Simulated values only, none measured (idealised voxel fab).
process module | voxel wiring stack
cross-section cut | 250 nm wide | cells 5 nm
A cross-section is a grid of square cells, given in bands from the top down. A band is one or more rows of cells.
Each band's line starts with the height of the band's top and of its bottom, in nm. Then come its materials from left to right, each with its width in nm. One material with "throughout" fills the band from edge to edge. "air" is empty space.
Height 0 is the level under which the wafer as received is all one material. The lowest band goes on downwards, as in "0 down".
A width such as "30 to 40" changes by the same amount from each row of cells to the next, from the band's top row to its bottom row.
"no change" after a step means that no cell of the cross-section changed.
closed voids: empty space of 8 cells or more with no open way to the top, each as width x height at its distance from the left edge, in nm
after a step's settings: what the simulator itself notes on the step
overlay nm, on a step with a mask: how far to the right of its planned place the mask lay; to the left if negative
plan
1 op RECEIVE | material Si
2 op CONFORMAL_DEP | material SiO2 | thk nm 15
3 op CONFORMAL_DEP | material SiN | thk nm 5
4 op DIRECTIONAL_DEP | material lowk | thk nm 25
5 op MASKED_ETCH | tone open | mask id METAL_1 | width nm 30 | pitch nm 50 | etch materials lowk | depth nm 25 | overlay nm 0
6 op MASKED_ETCH | tone open | mask id METAL_1 | width nm 30 | pitch nm 50 | etch materials SiN | depth nm 5 | overlay nm 0
7 op CONFORMAL_DEP | material TiN | thk nm 5
8 op FILL_DEP | material Cu | thk nm 10
9 op CMP | height nm 45
10 op CONFORMAL_DEP | material SiCN | thk nm 5
11 op DIRECTIONAL_DEP | material lowk | thk nm 15
12 op DIRECTIONAL_DEP | material aC | thk nm 15
13 op PATTERN | tone open | mask id PLUG_1 | material resist | width nm 15 | pitch nm 50 | thk nm 30 | overlay nm 0
14 op DIRECTIONAL_ETCH | etch materials aC | depth nm 15
15 op STRIP | etch materials resist
16 op DIRECTIONAL_ETCH | etch materials lowk | depth nm 15
17 op DIRECTIONAL_ETCH | etch materials SiCN | depth nm 5
18 op STRIP | etch materials aC
19 op CONFORMAL_DEP | material TiN | thk nm 5
20 op FILL_DEP | material W | thk nm 10
21 op CMP | height nm 65
22 op CONFORMAL_DEP | material SiCN | thk nm 5
23 op DIRECTIONAL_DEP | material SiO2 | thk nm 20
24 op DIRECTIONAL_DEP | material aC | thk nm 15
25 op PATTERN | tone open | mask id METAL_2 | material resist | width nm 30 | pitch nm 50 | thk nm 35 | overlay nm 0
26 op DIRECTIONAL_ETCH | etch materials aC | depth nm 15
27 op STRIP | etch materials resist
28 op DIRECTIONAL_ETCH | etch materials SiO2 | depth nm 20
29 op DIRECTIONAL_ETCH | etch materials SiCN | depth nm 5
30 op STRIP | etch materials aC
31 op CONFORMAL_DEP | material TiN | thk nm 5
32 op FILL_DEP | material Cu | thk nm 5
33 op CMP | height nm 90
34 op CONFORMAL_DEP | material SiCN | thk nm 5
35 op DIRECTIONAL_DEP | material lowk | thk nm 10
36 op DIRECTIONAL_DEP | material aC | thk nm 10
37 op PATTERN | tone open | mask id PLUG_2 | material resist | width nm 15 | pitch nm 50 | thk nm 25 | overlay nm 0
38 op DIRECTIONAL_ETCH | etch materials aC | depth nm 10
39 op STRIP | etch materials resist
40 op DIRECTIONAL_ETCH | etch materials lowk | depth nm 10
41 op DIRECTIONAL_ETCH | etch materials SiCN | depth nm 5
42 op STRIP | etch materials aC
43 op EPI | material Ru | thk nm 10
44 op EPI | material Ru | thk nm 5
45 op CONFORMAL_DEP | material SiN | thk nm 5
46 op DIRECTIONAL_DEP | material SiO2 | thk nm 15
47 op DIRECTIONAL_DEP | material aC | thk nm 15
48 op PATTERN | tone open | mask id METAL_3 | material resist | width nm 30 | pitch nm 50 | thk nm 35 | overlay nm 0
49 op DIRECTIONAL_ETCH | etch materials aC | depth nm 15
50 op STRIP | etch materials resist
51 op DIRECTIONAL_ETCH | etch materials SiO2 | depth nm 15
52 op DIRECTIONAL_ETCH | etch materials SiN | depth nm 5
53 op STRIP | etch materials aC
54 op CONFORMAL_DEP | material TiN | thk nm 5
55 op FILL_DEP | material Cu | thk nm 5
56 op CMP | height nm 125
57 op EPI | material Ru | thk nm 5
58 op FILL_DEP | material SiCN | thk nm 5
as received, after step 1
  0 down: Si throughout
  closed voids: none
a wafer at the end: this start, this plan, one mistake
  135 to 130: SiCN throughout
  130 to 125: SiCN 30 | Ru 40 | SiCN 10 | Ru 40 | SiCN 10 | Ru 40 | SiCN 10 | Ru 40 | SiCN 30
  125 to 110: SiO2 35 | TiN 5 | Cu 20 | TiN 5 | SiO2 20 | TiN 5 | Cu 20 | TiN 5 | SiO2 20 | TiN 5 | Cu 20 | TiN 5 | SiO2 20 | TiN 5 | Cu 20 | TiN 5 | SiO2 35
  110 to 105: SiN 35 | TiN 30 | SiN 20 | TiN 30 | SiN 20 | TiN 30 | SiN 20 | TiN 30 | SiN 35
  105 to 95: lowk 35 | Ru 15 | lowk 35 | Ru 15 | lowk 35 | Ru 15 | lowk 35 | Ru 15 | lowk 50
  95 to 90: SiCN 35 | Ru 15 | SiCN 35 | Ru 15 | SiCN 35 | Ru 15 | SiCN 35 | Ru 15 | SiCN 50
  90 to 70: SiO2 35 | TiN 5 | Cu 20 | TiN 5 | SiO2 20 | TiN 5 | Cu 20 | TiN 5 | SiO2 20 | TiN 5 | Cu 20 | TiN 5 | SiO2 20 | TiN 5 | Cu 20 | TiN 5 | SiO2 35
  70 to 65: SiCN 35 | TiN 30 | SiCN 20 | TiN 30 | SiCN 20 | TiN 30 | SiCN 20 | TiN 30 | SiCN 35
  65 to 50: lowk 35 | TiN 5 | W 5 | TiN 5 | lowk 35 | TiN 5 | W 5 | TiN 5 | lowk 35 | TiN 5 | W 5 | TiN 5 | lowk 35 | TiN 5 | W 5 | TiN 5 | lowk 50
  50 to 45: SiCN 35 | TiN 15 | SiCN 35 | TiN 15 | SiCN 35 | TiN 15 | SiCN 35 | TiN 15 | SiCN 50
  45 to 25: lowk 40 | TiN 5 | Cu 20 | TiN 5 | lowk 20 | TiN 5 | Cu 20 | TiN 5 | lowk 20 | TiN 5 | Cu 20 | TiN 5 | lowk 20 | TiN 5 | Cu 20 | TiN 5 | lowk 30
  25 to 20: lowk 40 | TiN 5 | Cu 15 | TiN 10 | lowk 20 | TiN 5 | Cu 15 | TiN 10 | lowk 20 | TiN 5 | Cu 15 | TiN 10 | lowk 20 | TiN 5 | Cu 15 | TiN 10 | lowk 30
  20 to 15: SiN 40 | TiN 25 | SiN 25 | TiN 25 | SiN 25 | TiN 25 | SiN 25 | TiN 25 | SiN 35
  15 to 0: SiO2 throughout
  0 down: Si throughout
  closed voids: none
what went wrong: step 5 ran as: op MASKED_ETCH | tone open | mask id METAL_1 | width nm 30 | pitch nm 50 | etch materials lowk | depth nm 25 | overlay nm 5
